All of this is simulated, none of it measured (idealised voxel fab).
process module | voxel released beams
cross-section cut | 185 nm wide | cells 5 nm
A cross-section is a grid of square cells, given in bands from the top down. A band is one or more rows of cells.
Each band's line starts with the height of the band's top and of its bottom, in nm. Then come its materials from left to right, each with its width in nm. One material with "throughout" fills the band from edge to edge. "air" is empty space.
Height 0 is the level under which the wafer as received is all one material. The lowest band goes on downwards, as in "0 down".
A width such as "30 to 40" changes by the same amount from each row of cells to the next, from the band's top row to its bottom row.
"no change" after a step means that no cell of the cross-section changed.
closed voids: empty space of 8 cells or more with no open way to the top, each as width x height at its distance from the left edge, in nm
after a step's settings: what the simulator itself notes on the step
overlay nm, on a step with a mask: how far to the right of its planned place the mask lay; to the left if negative
plan
1 op RECEIVE | material Si
2 op CONFORMAL_DEP | material SiN | thk nm 5
3 op DIRECTIONAL_DEP | material SiO2 | thk nm 15
4 op MASKED_ETCH | tone open | mask id ANCHOR | width nm 30 | etch materials SiO2 | depth nm 15 | overlay nm 0
5 op CONFORMAL_DEP | material TiN | thk nm 10
6 op PATTERN | tone cover | mask id BEAM | material resist | width nm 105 | thk nm 20 | overlay nm 0
7 op DIRECTIONAL_ETCH | etch materials TiN | depth nm 10
8 op STRIP | etch materials resist
9 op STRIP | etch materials SiO2
as received, after step 1
  0 down: Si throughout
  closed voids: none
a wafer at the end: this start, this plan, one mistake
  30 to 20: air 35 | TiN 45 | air 105
  20 to 15: air 30 | TiN 10 | SiO2 30 | TiN 10 | air 105
  15 to 5: air 30 | TiN 10 | SiO2 30 | TiN 70 | air 45
  5 to 0: SiN throughout
  0 down: Si throughout
  closed voids: none
what went wrong: step 4 ran as: op MASKED_ETCH | tone cover | mask id ANCHOR | width nm 30 | etch materials SiO2 | depth nm 15 | overlay nm 0
